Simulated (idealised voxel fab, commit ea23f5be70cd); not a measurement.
Module name: voxel wiring stack (process module)
For reference, the cross-section in this document is cut, with width 165 nm and square cells of 5 nm.
Reading order for cross-sections: top band down to bottom band. Underlying form: a grid of square cells. Band size: one or more rows of cells. Look at the band entry: it leads with the top's height and the bottom's height in nm. Then it lists the materials left to right, with a width in nm for each. The word "everywhere" on a single material says that material fills the band edge to edge. The word "blank" is empty space. Heights are reckoned from 0. Under this level, the received wafer is all of one material. The bottommost band is open-ended downward, for example "z 0 and below". You'd read "30->40" like this: the band's top row of cells is as wide as the first number, its bottom row is as wide as the second, and going down, every row changes width by the same amount as the row before did. Take "stayed the same" at face value: in the step it is given for, the cross-section changed in none of its cells. You'll see "Closed void table" listing empty spaces that have no way open to the top, as long as they're 8 cells or more; the notation is width x height at distance, where the distance is from the left edge, and all of it is in nm. Heads up: the bit after the settings on a step's line is the simulator's remark on that step. "overlay nm", when on a step's line for a step with a mask, measures how far to the right of its planned place the mask lay; a negative measure means to the left.

These are the steps we planned for the process
- 1: RECEIVE (material Si)
- 2: CONFORMAL_DEP (material SiO2; thk nm 10)
- 3: DIRECTIONAL_DEP (material TiN; thk nm 5)
- 4: DIRECTIONAL_DEP (material W; thk nm 25)
- 5: PATTERN (tone cover; mask id METAL_1; material resist; width nm 20; pitch nm 40; thk nm 15; overlay nm 0)
- 6: DIRECTIONAL_ETCH (etch materials W; depth nm 25)
- 7: DIRECTIONAL_ETCH (etch materials TiN; depth nm 5)
- 8: STRIP (etch materials resist)
- 9: CONFORMAL_DEP (material SiCN; thk nm 5)
- 10: FILL_DEP (material lowk; thk nm 10)
- 11: CMP (height nm 40)
- 12: CONFORMAL_DEP (material SiCN; thk nm 5)
- 13: DIRECTIONAL_DEP (material SiO2; thk nm 20)
- 14: DIRECTIONAL_DEP (material aC; thk nm 10)
- 15: PATTERN (tone open; mask id PLUG_1; material resist; width nm 15; pitch nm 40; thk nm 25; overlay nm 0)
- 16: DIRECTIONAL_ETCH (etch materials aC; depth nm 10)
- 17: STRIP (etch materials resist)
- 18: DIRECTIONAL_ETCH (etch materials SiO2; depth nm 20)
- 19: DIRECTIONAL_ETCH (etch materials SiCN; depth nm 5)
- 20: STRIP (etch materials aC)
- 21: CONFORMAL_DEP (material TiN; thk nm 5)
- 22: FILL_DEP (material Cu; thk nm 10)
- 23: CMP (height nm 65)
- 24: DIRECTIONAL_DEP (material TiN; thk nm 5)
- 25: DIRECTIONAL_DEP (material Ru; thk nm 15)
- 26: PATTERN (tone cover; mask id METAL_2; material resist; width nm 20; pitch nm 40; thk nm 20; overlay nm 0)
- 27: DIRECTIONAL_ETCH (etch materials Ru; depth nm 15)
- 28: DIRECTIONAL_ETCH (etch materials TiN; depth nm 5)
- 29: STRIP (etch materials resist)
- 30: FILL_DEP (material lowk; thk nm 10)
- 31: CMP (height nm 85)
- 32: CONFORMAL_DEP (material SiCN; thk nm 5)
- 33: DIRECTIONAL_DEP (material lowk; thk nm 20)
- 34: PATTERN (tone open; mask id PLUG_2; material resist; width nm 15; pitch nm 40; thk nm 15; overlay nm 0)
- 35: DIRECTIONAL_ETCH (etch materials lowk; depth nm 20)
- 36: DIRECTIONAL_ETCH (etch materials SiCN; depth nm 5)
- 37: STRIP (etch materials resist)
- 38: EPI (material Ru; thk nm 10)
- 39: EPI (material Ru; thk nm 10)
- 40: EPI (material Ru; thk nm 5)
- 41: DIRECTIONAL_DEP (material TiN; thk nm 5)
- 42: DIRECTIONAL_DEP (material Ru; thk nm 15)
- 43: DIRECTIONAL_DEP (material aC; thk nm 10)
- 44: PATTERN (tone cover; mask id METAL_3; material resist; width nm 20; pitch nm 40; thk nm 25; overlay nm 0)
- 45: DIRECTIONAL_ETCH (etch materials aC; depth nm 10)
- 46: STRIP (etch materials resist)
- 47: DIRECTIONAL_ETCH (etch materials Ru; depth nm 15)
- 48: DIRECTIONAL_ETCH (etch materials TiN; depth nm 5)
- 49: STRIP (etch materials aC)
- 50: CONFORMAL_DEP (material SiN; thk nm 5)
- 51: FILL_DEP (material SiO2; thk nm 10)
- 52: CMP (height nm 130)
- 53: CONFORMAL_DEP (material SiCN; thk nm 5)
- 54: DIRECTIONAL_DEP (material lowk; thk nm 20)
- 55: MASKED_ETCH (tone open; mask id PLUG_3; width nm 15; pitch nm 40; etch materials lowk; depth nm 20; overlay nm 0)
- 56: MASKED_ETCH (tone open; mask id PLUG_3; width nm 15; pitch nm 40; etch materials SiCN; depth nm 5; overlay nm 0)
- 57: EPI (material Ru; thk nm 10)
- 58: EPI (material Ru; thk nm 10)
- 59: EPI (material Ru; thk nm 5)
- 60: DIRECTIONAL_DEP (material TiN; thk nm 5)
- 61: DIRECTIONAL_DEP (material W; thk nm 15)
- 62: MASKED_ETCH (tone cover; mask id METAL_4; width nm 20; pitch nm 40; etch materials W; depth nm 15; overlay nm 0)
- 63: MASKED_ETCH (tone cover; mask id METAL_4; width nm 20; pitch nm 40; etch materials TiN; depth nm 5; overlay nm 0)
- 64: FILL_DEP (material SiO2; thk nm 10)
- 65: CMP (height nm 175)
- 66: CONFORMAL_DEP (material SiCN; thk nm 5)

First of two wafers: run as planned

The cross-section here shows the wafer as received, i.e. in its state after step 1
  z 0 and below: Si everywhere
  Closed void table: none

Wafer section view after processing step 2
  z 10 to 0: SiO2 everywhere
  All layers under 0 are left as they were.

Wafer section view after processing step 3
  z 15 to 10: TiN everywhere
  All layers under 10 are left as they were.

Wafer section view after processing step 4
  z 40 to 15: W everywhere
  All layers under 15 are left as they were.

Wafer section view after processing step 5
  z 55 to 40: blank (30); resist (20); blank (20); resist (20); blank (20); resist (20); blank (35)
  All layers under 40 are left as they were.

Wafer section view after processing step 6
  z 55 to 40: blank (30); resist (20); blank (20); resist (20); blank (20); resist (20); blank (35)
  z 40 to 15: blank (30); W (20); blank (20); W (20); blank (20); W (20); blank (35)
  All layers under 15 are left as they were.

Wafer section view after processing step 7
  z 55 to 40: blank (30); resist (20); blank (20); resist (20); blank (20); resist (20); blank (35)
  z 40 to 15: blank (30); W (20); blank (20); W (20); blank (20); W (20); blank (35)
  z 15 to 10: blank (30); TiN (20); blank (20); TiN (20); blank (20); TiN (20); blank (35)
  All layers under 10 are left as they were.

Wafer section view after processing step 8
  z 40 to 15: blank (30); W (20); blank (20); W (20); blank (20); W (20); blank (35)
  All layers under 15 are left as they were.

Wafer section view after processing step 9
  z 45 to 40: blank (25); SiCN (30); blank (10); SiCN (30); blank (10); SiCN (30); blank (30)
  z 40 to 15: blank (25); SiCN (5); W (20); SiCN (5); blank (10); SiCN (5); W (20); SiCN (5); blank (10); SiCN (5); W (20); SiCN (5); blank (30)
  z 15 to 10: SiCN (30); TiN (20); SiCN (20); TiN (20); SiCN (20); TiN (20); SiCN (35)
  All layers under 10 are left as they were.

Wafer section view after processing step 10
  z 55 to 45: lowk everywhere
  z 45 to 40: lowk (25); SiCN (30); lowk (10); SiCN (30); lowk (10); SiCN (30); lowk (30)
  z 40 to 15: lowk (25); SiCN (5); W (20); SiCN (5); lowk (10); SiCN (5); W (20); SiCN (5); lowk (10); SiCN (5); W (20); SiCN (5); lowk (30)
  All layers under 15 are left as they were.

Wafer section view after processing step 11
  z 40 to 15: lowk (25); SiCN (5); W (20); SiCN (5); lowk (10); SiCN (5); W (20); SiCN (5); lowk (10); SiCN (5); W (20); SiCN (5); lowk (30)
  All layers under 15 are left as they were.

Wafer section view after processing step 12
  z 45 to 40: SiCN everywhere
  All layers under 40 are left as they were.

Wafer section view after processing step 13
  z 65 to 45: SiO2 everywhere
  All layers under 45 are left as they were.

Wafer section view after processing step 14
  z 75 to 65: aC everywhere
  All layers under 65 are left as they were.

Wafer section view after processing step 15
  z 100 to 75: resist (30); blank (15); resist (25); blank (15); resist (25); blank (15); resist (40)
  All layers under 75 are left as they were.

Wafer section view after processing step 16
  z 90 to 75: resist (30); blank (15); resist (25); blank (15); resist (25); blank (15); resist (40)
  z 75 to 65: aC (30); blank (15); aC (25); blank (15); aC (25); blank (15); aC (40)
  All layers under 65 are left as they were.

Wafer section view after processing step 17
  z 75 to 65: aC (30); blank (15); aC (25); blank (15); aC (25); blank (15); aC (40)
  All layers under 65 are left as they were.

Wafer section view after processing step 18
  z 75 to 65: aC (30); blank (15); aC (25); blank (15); aC (25); blank (15); aC (40)
  z 65 to 45: SiO2 (30); blank (15); SiO2 (25); blank (15); SiO2 (25); blank (15); SiO2 (40)
  All layers under 45 are left as they were.

Wafer section view after processing step 19
  z 75 to 65: aC (30); blank (15); aC (25); blank (15); aC (25); blank (15); aC (40)
  z 65 to 45: SiO2 (30); blank (15); SiO2 (25); blank (15); SiO2 (25); blank (15); SiO2 (40)
  z 45 to 40: SiCN (30); blank (15); SiCN (25); blank (15); SiCN (25); blank (15); SiCN (40)
  All layers under 40 are left as they were.

Wafer section view after processing step 20
  z 65 to 45: SiO2 (30); blank (15); SiO2 (25); blank (15); SiO2 (25); blank (15); SiO2 (40)
  All layers under 45 are left as they were.

Wafer section view after processing step 21
  z 70 to 65: TiN (35); blank (5); TiN (35); blank (5); TiN (35); blank (5); TiN (45)
  z 65 to 45: SiO2 (30); TiN (5); blank (5); TiN (5); SiO2 (25); TiN (5); blank (5); TiN (5); SiO2 (25); TiN (5); blank (5); TiN (5); SiO2 (40)
  z 45 to 40: SiCN (30); TiN (15); SiCN (25); TiN (15); SiCN (25); TiN (15); SiCN (40)
  All layers under 40 are left as they were.

Wafer section view after processing step 22
  z 80 to 70: Cu everywhere
  z 70 to 65: TiN (35); Cu (5); TiN (35); Cu (5); TiN (35); Cu (5); TiN (45)
  z 65 to 45: SiO2 (30); TiN (5); Cu (5); TiN (5); SiO2 (25); TiN (5); Cu (5); TiN (5); SiO2 (25); TiN (5); Cu (5); TiN (5); SiO2 (40)
  All layers under 45 are left as they were.

Wafer section view after processing step 23
  z 65 to 45: SiO2 (30); TiN (5); Cu (5); TiN (5); SiO2 (25); TiN (5); Cu (5); TiN (5); SiO2 (25); TiN (5); Cu (5); TiN (5); SiO2 (40)
  All layers under 45 are left as they were.

Wafer section view after processing step 24
  z 70 to 65: TiN everywhere
  All layers under 65 are left as they were.

Wafer section view after processing step 25
  z 85 to 70: Ru everywhere
  All layers under 70 are left as they were.

Wafer section view after processing step 26
  z 105 to 85: blank (30); resist (20); blank (20); resist (20); blank (20); resist (20); blank (35)
  All layers under 85 are left as they were.

Wafer section view after processing step 27
  z 105 to 85: blank (30); resist (20); blank (20); resist (20); blank (20); resist (20); blank (35)
  z 85 to 70: blank (30); Ru (20); blank (20); Ru (20); blank (20); Ru (20); blank (35)
  All layers under 70 are left as they were.

Wafer section view after processing step 28
  z 105 to 85: blank (30); resist (20); blank (20); resist (20); blank (20); resist (20); blank (35)
  z 85 to 70: blank (30); Ru (20); blank (20); Ru (20); blank (20); Ru (20); blank (35)
  z 70 to 65: blank (30); TiN (20); blank (20); TiN (20); blank (20); TiN (20); blank (35)
  All layers under 65 are left as they were.

Wafer section view after processing step 29
  z 85 to 70: blank (30); Ru (20); blank (20); Ru (20); blank (20); Ru (20); blank (35)
  All layers under 70 are left as they were.

Wafer section view after processing step 30
  z 95 to 85: lowk everywhere
  z 85 to 70: lowk (30); Ru (20); lowk (20); Ru (20); lowk (20); Ru (20); lowk (35)
  z 70 to 65: lowk (30); TiN (20); lowk (20); TiN (20); lowk (20); TiN (20); lowk (35)
  All layers under 65 are left as they were.

Wafer section view after processing step 31
  z 85 to 70: lowk (30); Ru (20); lowk (20); Ru (20); lowk (20); Ru (20); lowk (35)
  All layers under 70 are left as they were.

Wafer section view after processing step 32
  z 90 to 85: SiCN everywhere
  All layers under 85 are left as they were.

Wafer section view after processing step 33
  z 110 to 90: lowk everywhere
  All layers under 90 are left as they were.

Wafer section view after processing step 34
  z 125 to 110: resist (30); blank (15); resist (25); blank (15); resist (25); blank (15); resist (40)
  All layers under 110 are left as they were.

Wafer section view after processing step 35
  z 125 to 110: resist (30); blank (15); resist (25); blank (15); resist (25); blank (15); resist (40)
  z 110 to 90: lowk (30); blank (15); lowk (25); blank (15); lowk (25); blank (15); lowk (40)
  All layers under 90 are left as they were.

Wafer section view after processing step 36
  z 125 to 110: resist (30); blank (15); resist (25); blank (15); resist (25); blank (15); resist (40)
  z 110 to 90: lowk (30); blank (15); lowk (25); blank (15); lowk (25); blank (15); lowk (40)
  z 90 to 85: SiCN (30); blank (15); SiCN (25); blank (15); SiCN (25); blank (15); SiCN (40)
  All layers under 85 are left as they were.

Wafer section view after processing step 37
  z 110 to 90: lowk (30); blank (15); lowk (25); blank (15); lowk (25); blank (15); lowk (40)
  All layers under 90 are left as they were.

Wafer section view after processing step 38
  z 110 to 95: lowk (30); blank (15); lowk (25); blank (15); lowk (25); blank (15); lowk (40)
  z 95 to 90: lowk (30); Ru (15); lowk (25); Ru (15); lowk (25); Ru (15); lowk (40)
  z 90 to 85: SiCN (30); Ru (15); SiCN (25); Ru (15); SiCN (25); Ru (15); SiCN (40)
  All layers under 85 are left as they were.

Wafer section view after processing step 39
  z 110 to 105: lowk (30); blank (15); lowk (25); blank (15); lowk (25); blank (15); lowk (40)
  z 105 to 90: lowk (30); Ru (15); lowk (25); Ru (15); lowk (25); Ru (15); lowk (40)
  All layers under 90 are left as they were.

Wafer section view after processing step 40
  z 110 to 90: lowk (30); Ru (15); lowk (25); Ru (15); lowk (25); Ru (15); lowk (40)
  All layers under 90 are left as they were.

Wafer section view after processing step 41
  z 115 to 110: TiN everywhere
  All layers under 110 are left as they were.

Wafer section view after processing step 42
  z 130 to 115: Ru everywhere
  All layers under 115 are left as they were.

Wafer section view after processing step 43
  z 140 to 130: aC everywhere
  All layers under 130 are left as they were.

Wafer section view after processing step 44
  z 165 to 140: blank (30); resist (20); blank (20); resist (20); blank (20); resist (20); blank (35)
  All layers under 140 are left as they were.

Wafer section view after processing step 45
  z 155 to 140: blank (30); resist (20); blank (20); resist (20); blank (20); resist (20); blank (35)
  z 140 to 130: blank (30); aC (20); blank (20); aC (20); blank (20); aC (20); blank (35)
  All layers under 130 are left as they were.

Wafer section view after processing step 46
  z 140 to 130: blank (30); aC (20); blank (20); aC (20); blank (20); aC (20); blank (35)
  All layers under 130 are left as they were.

Wafer section view after processing step 47
  z 140 to 130: blank (30); aC (20); blank (20); aC (20); blank (20); aC (20); blank (35)
  z 130 to 115: blank (30); Ru (20); blank (20); Ru (20); blank (20); Ru (20); blank (35)
  All layers under 115 are left as they were.

Wafer section view after processing step 48
  z 140 to 130: blank (30); aC (20); blank (20); aC (20); blank (20); aC (20); blank (35)
  z 130 to 115: blank (30); Ru (20); blank (20); Ru (20); blank (20); Ru (20); blank (35)
  z 115 to 110: blank (30); TiN (20); blank (20); TiN (20); blank (20); TiN (20); blank (35)
  All layers under 110 are left as they were.

Wafer section view after processing step 49
  z 130 to 115: blank (30); Ru (20); blank (20); Ru (20); blank (20); Ru (20); blank (35)
  All layers under 115 are left as they were.

Wafer section view after processing step 50
  z 135 to 130: blank (25); SiN (30); blank (10); SiN (30); blank (10); SiN (30); blank (30)
  z 130 to 115: blank (25); SiN (5); Ru (20); SiN (5); blank (10); SiN (5); Ru (20); SiN (5); blank (10); SiN (5); Ru (20); SiN (5); blank (30)
  z 115 to 110: SiN (30); TiN (20); SiN (20); TiN (20); SiN (20); TiN (20); SiN (35)
  All layers under 110 are left as they were.

Wafer section view after processing step 51
  z 145 to 135: SiO2 everywhere
  z 135 to 130: SiO2 (25); SiN (30); SiO2 (10); SiN (30); SiO2 (10); SiN (30); SiO2 (30)
  z 130 to 115: SiO2 (25); SiN (5); Ru (20); SiN (5); SiO2 (10); SiN (5); Ru (20); SiN (5); SiO2 (10); SiN (5); Ru (20); SiN (5); SiO2 (30)
  All layers under 115 are left as they were.

Wafer section view after processing step 52
  z 130 to 115: SiO2 (25); SiN (5); Ru (20); SiN (5); SiO2 (10); SiN (5); Ru (20); SiN (5); SiO2 (10); SiN (5); Ru (20); SiN (5); SiO2 (30)
  All layers under 115 are left as they were.

Wafer section view after processing step 53
  z 135 to 130: SiCN everywhere
  All layers under 130 are left as they were.

Wafer section view after processing step 54
  z 155 to 135: lowk everywhere
  All layers under 135 are left as they were.

Wafer section view after processing step 55
  z 155 to 135: lowk (30); blank (15); lowk (25); blank (15); lowk (25); blank (15); lowk (40)
  All layers under 135 are left as they were.

Wafer section view after processing step 56
  z 155 to 135: lowk (30); blank (15); lowk (25); blank (15); lowk (25); blank (15); lowk (40)
  z 135 to 130: SiCN (30); blank (15); SiCN (25); blank (15); SiCN (25); blank (15); SiCN (40)
  All layers under 130 are left as they were.

Wafer section view after processing step 57
  z 155 to 140: lowk (30); blank (15); lowk (25); blank (15); lowk (25); blank (15); lowk (40)
  z 140 to 135: lowk (30); Ru (15); lowk (25); Ru (15); lowk (25); Ru (15); lowk (40)
  z 135 to 130: SiCN (30); Ru (15); SiCN (25); Ru (15); SiCN (25); Ru (15); SiCN (40)
  All layers under 130 are left as they were.

Wafer section view after processing step 58
  z 155 to 150: lowk (30); blank (15); lowk (25); blank (15); lowk (25); blank (15); lowk (40)
  z 150 to 135: lowk (30); Ru (15); lowk (25); Ru (15); lowk (25); Ru (15); lowk (40)
  All layers under 135 are left as they were.

Wafer section view after processing step 59
  z 155 to 135: lowk (30); Ru (15); lowk (25); Ru (15); lowk (25); Ru (15); lowk (40)
  All layers under 135 are left as they were.

Wafer section view after processing step 60
  z 160 to 155: TiN everywhere
  All layers under 155 are left as they were.

Wafer section view after processing step 61
  z 175 to 160: W everywhere
  All layers under 160 are left as they were.

Wafer section view after processing step 62
  z 175 to 160: blank (30); W (20); blank (20); W (20); blank (20); W (20); blank (35)
  All layers under 160 are left as they were.

Wafer section view after processing step 63
  z 175 to 160: blank (30); W (20); blank (20); W (20); blank (20); W (20); blank (35)
  z 160 to 155: blank (30); TiN (20); blank (20); TiN (20); blank (20); TiN (20); blank (35)
  All layers under 155 are left as they were.

Wafer section view after processing step 64
  z 185 to 175: SiO2 everywhere
  z 175 to 160: SiO2 (30); W (20); SiO2 (20); W (20); SiO2 (20); W (20); SiO2 (35)
  z 160 to 155: SiO2 (30); TiN (20); SiO2 (20); TiN (20); SiO2 (20); TiN (20); SiO2 (35)
  All layers under 155 are left as they were.

Wafer section view after processing step 65
  z 175 to 160: SiO2 (30); W (20); SiO2 (20); W (20); SiO2 (20); W (20); SiO2 (35)
  All layers under 160 are left as they were.

Wafer section view after processing step 66
  z 180 to 175: SiCN everywhere
  All layers under 175 are left as they were.

Wafer two. Identical start, identical plan. One mistake in execution. Identical history through step 23

Second wafer, cut view, end of step 24 per plan
  z 80 to 65: Ru everywhere
  All layers under 65 are left as they were.

Second wafer, cut view, end of step 25 per plan
  z 85 to 80: TiN everywhere
  All layers under 80 are left as they were.

Second wafer, cut view, end of step 26 per plan
  z 105 to 85: blank (30); resist (20); blank (20); resist (20); blank (20); resist (20); blank (35)
  All layers under 85 are left as they were.

Second wafer, cut view, end of step 27 per plan: stayed the same

Second wafer, cut view, end of step 28 per plan
  z 105 to 85: blank (30); resist (20); blank (20); resist (20); blank (20); resist (20); blank (35)
  z 85 to 80: blank (30); TiN (20); blank (20); TiN (20); blank (20); TiN (20); blank (35)
  All layers under 80 are left as they were.

Second wafer, cut view, end of step 29 per plan
  z 85 to 80: blank (30); TiN (20); blank (20); TiN (20); blank (20); TiN (20); blank (35)
  All layers under 80 are left as they were.

Second wafer, cut view, end of step 30 per plan
  z 95 to 85: lowk everywhere
  z 85 to 80: lowk (30); TiN (20); lowk (20); TiN (20); lowk (20); TiN (20); lowk (35)
  All layers under 80 are left as they were.

Second wafer, cut view, end of step 31 per plan
  z 85 to 80: lowk (30); TiN (20); lowk (20); TiN (20); lowk (20); TiN (20); lowk (35)
  All layers under 80 are left as they were.

Second wafer, cut view, end of step 32 per plan
  z 90 to 85: SiCN everywhere
  All layers under 85 are left as they were.

Second wafer, cut view, end of step 33 per plan
  z 110 to 90: lowk everywhere
  All layers under 90 are left as they were.

Second wafer, cut view, end of step 34 per plan
  z 125 to 110: resist (30); blank (15); resist (25); blank (15); resist (25); blank (15); resist (40)
  All layers under 110 are left as they were.

Second wafer, cut view, end of step 35 per plan
  z 125 to 110: resist (30); blank (15); resist (25); blank (15); resist (25); blank (15); resist (40)
  z 110 to 90: lowk (30); blank (15); lowk (25); blank (15); lowk (25); blank (15); lowk (40)
  All layers under 90 are left as they were.

Second wafer, cut view, end of step 36 per plan
  z 125 to 110: resist (30); blank (15); resist (25); blank (15); resist (25); blank (15); resist (40)
  z 110 to 90: lowk (30); blank (15); lowk (25); blank (15); lowk (25); blank (15); lowk (40)
  z 90 to 85: SiCN (30); blank (15); SiCN (25); blank (15); SiCN (25); blank (15); SiCN (40)
  All layers under 85 are left as they were.

Second wafer, cut view, end of step 37 per plan
  z 110 to 90: lowk (30); blank (15); lowk (25); blank (15); lowk (25); blank (15); lowk (40)
  All layers under 90 are left as they were.

Second wafer, cut view, end of step 38 per plan
  z 110 to 95: lowk (30); blank (15); lowk (25); blank (15); lowk (25); blank (15); lowk (40)
  z 95 to 90: lowk (30); Ru (15); lowk (25); Ru (15); lowk (25); Ru (15); lowk (40)
  z 90 to 85: SiCN (30); Ru (15); SiCN (25); Ru (15); SiCN (25); Ru (15); SiCN (40)
  All layers under 85 are left as they were.

Second wafer, cut view, end of step 39 per plan
  z 110 to 105: lowk (30); blank (15); lowk (25); blank (15); lowk (25); blank (15); lowk (40)
  z 105 to 90: lowk (30); Ru (15); lowk (25); Ru (15); lowk (25); Ru (15); lowk (40)
  All layers under 90 are left as they were.

Second wafer, cut view, end of step 40 per plan
  z 110 to 90: lowk (30); Ru (15); lowk (25); Ru (15); lowk (25); Ru (15); lowk (40)
  All layers under 90 are left as they were.

Second wafer, cut view, end of step 41 per plan
  z 115 to 110: TiN everywhere
  All layers under 110 are left as they were.

Second wafer, cut view, end of step 42 per plan
  z 130 to 115: Ru everywhere
  All layers under 115 are left as they were.

Second wafer, cut view, end of step 43 per plan
  z 140 to 130: aC everywhere
  All layers under 130 are left as they were.

Second wafer, cut view, end of step 44 per plan
  z 165 to 140: blank (30); resist (20); blank (20); resist (20); blank (20); resist (20); blank (35)
  All layers under 140 are left as they were.

Second wafer, cut view, end of step 45 per plan
  z 155 to 140: blank (30); resist (20); blank (20); resist (20); blank (20); resist (20); blank (35)
  z 140 to 130: blank (30); aC (20); blank (20); aC (20); blank (20); aC (20); blank (35)
  All layers under 130 are left as they were.

Second wafer, cut view, end of step 46 per plan
  z 140 to 130: blank (30); aC (20); blank (20); aC (20); blank (20); aC (20); blank (35)
  All layers under 130 are left as they were.

Second wafer, cut view, end of step 47 per plan
  z 140 to 130: blank (30); aC (20); blank (20); aC (20); blank (20); aC (20); blank (35)
  z 130 to 115: blank (30); Ru (20); blank (20); Ru (20); blank (20); Ru (20); blank (35)
  All layers under 115 are left as they were.

Second wafer, cut view, end of step 48 per plan
  z 140 to 130: blank (30); aC (20); blank (20); aC (20); blank (20); aC (20); blank (35)
  z 130 to 115: blank (30); Ru (20); blank (20); Ru (20); blank (20); Ru (20); blank (35)
  z 115 to 110: blank (30); TiN (20); blank (20); TiN (20); blank (20); TiN (20); blank (35)
  All layers under 110 are left as they were.

Second wafer, cut view, end of step 49 per plan
  z 130 to 115: blank (30); Ru (20); blank (20); Ru (20); blank (20); Ru (20); blank (35)
  All layers under 115 are left as they were.

Second wafer, cut view, end of step 50 per plan
  z 135 to 130: blank (25); SiN (30); blank (10); SiN (30); blank (10); SiN (30); blank (30)
  z 130 to 115: blank (25); SiN (5); Ru (20); SiN (5); blank (10); SiN (5); Ru (20); SiN (5); blank (10); SiN (5); Ru (20); SiN (5); blank (30)
  z 115 to 110: SiN (30); TiN (20); SiN (20); TiN (20); SiN (20); TiN (20); SiN (35)
  All layers under 110 are left as they were.

Second wafer, cut view, end of step 51 per plan
  z 145 to 135: SiO2 everywhere
  z 135 to 130: SiO2 (25); SiN (30); SiO2 (10); SiN (30); SiO2 (10); SiN (30); SiO2 (30)
  z 130 to 115: SiO2 (25); SiN (5); Ru (20); SiN (5); SiO2 (10); SiN (5); Ru (20); SiN (5); SiO2 (10); SiN (5); Ru (20); SiN (5); SiO2 (30)
  All layers under 115 are left as they were.

Second wafer, cut view, end of step 52 per plan
  z 130 to 115: SiO2 (25); SiN (5); Ru (20); SiN (5); SiO2 (10); SiN (5); Ru (20); SiN (5); SiO2 (10); SiN (5); Ru (20); SiN (5); SiO2 (30)
  All layers under 115 are left as they were.

Second wafer, cut view, end of step 53 per plan
  z 135 to 130: SiCN everywhere
  All layers under 130 are left as they were.

Second wafer, cut view, end of step 54 per plan
  z 155 to 135: lowk everywhere
  All layers under 135 are left as they were.

Second wafer, cut view, end of step 55 per plan
  z 155 to 135: lowk (30); blank (15); lowk (25); blank (15); lowk (25); blank (15); lowk (40)
  All layers under 135 are left as they were.

Second wafer, cut view, end of step 56 per plan
  z 155 to 135: lowk (30); blank (15); lowk (25); blank (15); lowk (25); blank (15); lowk (40)
  z 135 to 130: SiCN (30); blank (15); SiCN (25); blank (15); SiCN (25); blank (15); SiCN (40)
  All layers under 130 are left as they were.

Second wafer, cut view, end of step 57 per plan
  z 155 to 140: lowk (30); blank (15); lowk (25); blank (15); lowk (25); blank (15); lowk (40)
  z 140 to 135: lowk (30); Ru (15); lowk (25); Ru (15); lowk (25); Ru (15); lowk (40)
  z 135 to 130: SiCN (30); Ru (15); SiCN (25); Ru (15); SiCN (25); Ru (15); SiCN (40)
  All layers under 130 are left as they were.

Second wafer, cut view, end of step 58 per plan
  z 155 to 150: lowk (30); blank (15); lowk (25); blank (15); lowk (25); blank (15); lowk (40)
  z 150 to 135: lowk (30); Ru (15); lowk (25); Ru (15); lowk (25); Ru (15); lowk (40)
  All layers under 135 are left as they were.

Second wafer, cut view, end of step 59 per plan
  z 155 to 135: lowk (30); Ru (15); lowk (25); Ru (15); lowk (25); Ru (15); lowk (40)
  All layers under 135 are left as they were.

Second wafer, cut view, end of step 60 per plan
  z 160 to 155: TiN everywhere
  All layers under 155 are left as they were.

Second wafer, cut view, end of step 61 per plan
  z 175 to 160: W everywhere
  All layers under 160 are left as they were.

Second wafer, cut view, end of step 62 per plan
  z 175 to 160: blank (30); W (20); blank (20); W (20); blank (20); W (20); blank (35)
  All layers under 160 are left as they were.

Second wafer, cut view, end of step 63 per plan
  z 175 to 160: blank (30); W (20); blank (20); W (20); blank (20); W (20); blank (35)
  z 160 to 155: blank (30); TiN (20); blank (20); TiN (20); blank (20); TiN (20); blank (35)
  All layers under 155 are left as they were.

Second wafer, cut view, end of step 64 per plan
  z 185 to 175: SiO2 everywhere
  z 175 to 160: SiO2 (30); W (20); SiO2 (20); W (20); SiO2 (20); W (20); SiO2 (35)
  z 160 to 155: SiO2 (30); TiN (20); SiO2 (20); TiN (20); SiO2 (20); TiN (20); SiO2 (35)
  All layers under 155 are left as they were.

Second wafer, cut view, end of step 65 per plan
  z 175 to 160: SiO2 (30); W (20); SiO2 (20); W (20); SiO2 (20); W (20); SiO2 (35)
  All layers under 160 are left as they were.

Second wafer, cut view, end of step 66 per plan
  z 180 to 175: SiCN everywhere
  All layers under 175 are left as they were.
Deviation from plan: plan steps 24 and 25 run swapped
Final comparison by cell count, materials where the second wafer has more or fewer than the first: +63 Ru, -63 lowk
